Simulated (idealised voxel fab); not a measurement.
The document below concerns the process module designated voxel wiring stack.
Square cell edge 5 nm, section width 190 nm, ID cut.
Notation: cross-section as square-cell grid; stated in bands, top first, going down; one or more cell rows per band. Heads up on the band format: heights come first, top then bottom, in nm. After that it's the materials left to right, each with its width in nm. A single material flagged "edge to edge" fills the whole band edge to edge, and "blank" means there's empty space there. It should be noted that heights are counted from 0, beneath which the wafer as supplied is of one material throughout, and that the lowest band possesses no lower boundary but continues downward, as written in "0..down". With a width like "30..40", each row of cells in the band differs from the next by the same amount, the top row carrying the first number and the bottom row the second. Any step labelled "same as before" changed none of the cells in the cross-section. Unvented voids: empty space of 8 cells or more with no open way to the top, each as width x height at its distance from the left edge, in nm. Past the settings on a step's line: simulator remark, on that step. "overlay nm" answers the question of how far to the right of plan the mask lay on a step that has a mask, and when it is negative the answer is to the left.
Steps planned for the process
1,RECEIVE: material Si
2,CONFORMAL_DEP: material SiO2, thk nm 15
3,CONFORMAL_DEP: material SiN, thk nm 5
4,DIRECTIONAL_DEP: material lowk, thk nm 20
5,PATTERN: tone open, mask id METAL_1, material resist, width nm 25, pitch nm 45, thk nm 15, overlay nm 0
6,DIRECTIONAL_ETCH: etch materials lowk, depth nm 20
7,DIRECTIONAL_ETCH: etch materials SiN, depth nm 5
8,STRIP: etch materials resist
9,CONFORMAL_DEP: material TiN, thk nm 5
10,FILL_DEP: material Cu, thk nm 10
11,CMP: height nm 40
12,CONFORMAL_DEP: material SiCN, thk nm 5
13,DIRECTIONAL_DEP: material lowk, thk nm 10
14,PATTERN: tone open, mask id PLUG_1, material resist, width nm 15, pitch nm 90, thk nm 20, overlay nm 0
15,DIRECTIONAL_ETCH: etch materials lowk, depth nm 10
16,DIRECTIONAL_ETCH: etch materials SiCN, depth nm 5
17,STRIP: etch materials resist
18,CONFORMAL_DEP: material TiN, thk nm 5
19,FILL_DEP: material W, thk nm 5
20,CMP: height nm 55
21,CONFORMAL_DEP: material SiN, thk nm 5
22,DIRECTIONAL_DEP: material lowk, thk nm 20
23,MASKED_ETCH: tone open, mask id METAL_2, width nm 25, pitch nm 45, etch materials lowk, depth nm 20, overlay nm 0
24,MASKED_ETCH: tone open, mask id METAL_2, width nm 25, pitch nm 45, etch materials SiN, depth nm 5, overlay nm 0
25,CONFORMAL_DEP: material TiN, thk nm 5
26,FILL_DEP: material Cu, thk nm 10
27,CMP: height nm 80
28,EPI: material Ru, thk nm 5
29,FILL_DEP: material SiCN, thk nm 5
Cross-section, incoming material, after step 1
* 0..down | Si edge to edge
* Unvented voids: none
First of two wafers: cross-section at end of module, run per plan
* 90..85 | SiCN edge to edge
* 85..80 | 10 nm SiCN, then 35 nm Ru, then 10 nm SiCN, then 35 nm Ru, then 10 nm SiCN, then 35 nm Ru, then 10 nm SiCN, then 35 nm Ru, then 10 nm SiCN
* 80..60 | 15 nm lowk, then 5 nm TiN, then 15 nm Cu, then 5 nm TiN, then 20 nm lowk, then 5 nm TiN, then 15 nm Cu, then 5 nm TiN, then 20 nm lowk, then 5 nm TiN, then 15 nm Cu, then 5 nm TiN, then 20 nm lowk, then 5 nm TiN, then 15 nm Cu, then 5 nm TiN, then 15 nm lowk
* 60..55 | 15 nm SiN, then 25 nm TiN, then 20 nm SiN, then 25 nm TiN, then 20 nm SiN, then 25 nm TiN, then 20 nm SiN, then 25 nm TiN, then 15 nm SiN
* 55..45 | 15 nm lowk, then 5 nm TiN, then 5 nm W, then 5 nm TiN, then 75 nm lowk, then 5 nm TiN, then 5 nm W, then 5 nm TiN, then 70 nm lowk
* 45..40 | 15 nm SiCN, then 15 nm TiN, then 75 nm SiCN, then 15 nm TiN, then 70 nm SiCN
* 40..20 | 15 nm lowk, then 5 nm TiN, then 15 nm Cu, then 5 nm TiN, then 20 nm lowk, then 5 nm TiN, then 15 nm Cu, then 5 nm TiN, then 20 nm lowk, then 5 nm TiN, then 15 nm Cu, then 5 nm TiN, then 20 nm lowk, then 5 nm TiN, then 15 nm Cu, then 5 nm TiN, then 15 nm lowk
* 20..15 | 15 nm SiN, then 25 nm TiN, then 20 nm SiN, then 25 nm TiN, then 20 nm SiN, then 25 nm TiN, then 20 nm SiN, then 25 nm TiN, then 15 nm SiN
* 15..0 | SiO2 edge to edge
* 0..down | Si edge to edge
* Unvented voids: none
Cross-section at end of module for the second wafer of two, which matched the first in starting point and plan and differed by one mistake in its processing
* 90..85 | SiCN edge to edge
* 85..80 | 10 nm SiCN, then 35 nm Ru, then 10 nm SiCN, then 35 nm Ru, then 10 nm SiCN, then 35 nm Ru, then 10 nm SiCN, then 35 nm Ru, then 10 nm SiCN
* 80..60 | 15 nm lowk, then 5 nm TiN, then 15 nm Cu, then 5 nm TiN, then 20 nm lowk, then 5 nm TiN, then 15 nm Cu, then 5 nm TiN, then 20 nm lowk, then 5 nm TiN, then 15 nm Cu, then 5 nm TiN, then 20 nm lowk, then 5 nm TiN, then 15 nm Cu, then 5 nm TiN, then 15 nm lowk
* 60..55 | 15 nm SiN, then 25 nm TiN, then 20 nm SiN, then 25 nm TiN, then 20 nm SiN, then 25 nm TiN, then 20 nm SiN, then 25 nm TiN, then 15 nm SiN
* 55..45 | 20 nm lowk, then 5 nm TiN, then 5 nm W, then 5 nm TiN, then 75 nm lowk, then 5 nm TiN, then 5 nm W, then 5 nm TiN, then 65 nm lowk
* 45..40 | 20 nm SiCN, then 15 nm TiN, then 75 nm SiCN, then 15 nm TiN, then 65 nm SiCN
* 40..20 | 15 nm lowk, then 5 nm TiN, then 15 nm Cu, then 5 nm TiN, then 20 nm lowk, then 5 nm TiN, then 15 nm Cu, then 5 nm TiN, then 20 nm lowk, then 5 nm TiN, then 15 nm Cu, then 5 nm TiN, then 20 nm lowk, then 5 nm TiN, then 15 nm Cu, then 5 nm TiN, then 15 nm lowk
* 20..15 | 15 nm SiN, then 25 nm TiN, then 20 nm SiN, then 25 nm TiN, then 20 nm SiN, then 25 nm TiN, then 20 nm SiN, then 25 nm TiN, then 15 nm SiN
* 15..0 | SiO2 edge to edge
* 0..down | Si edge to edge
* Unvented voids: none
The plan and the run diverged here: step 14 ran with different settings than intended, the actual operation and settings being PATTERN: tone open, mask id PLUG_1, material resist, width nm 15, pitch nm 90, thk nm 20, overlay nm 5
At the close, every material occupies the same number of cells on the second wafer as on the first, only in different positions.
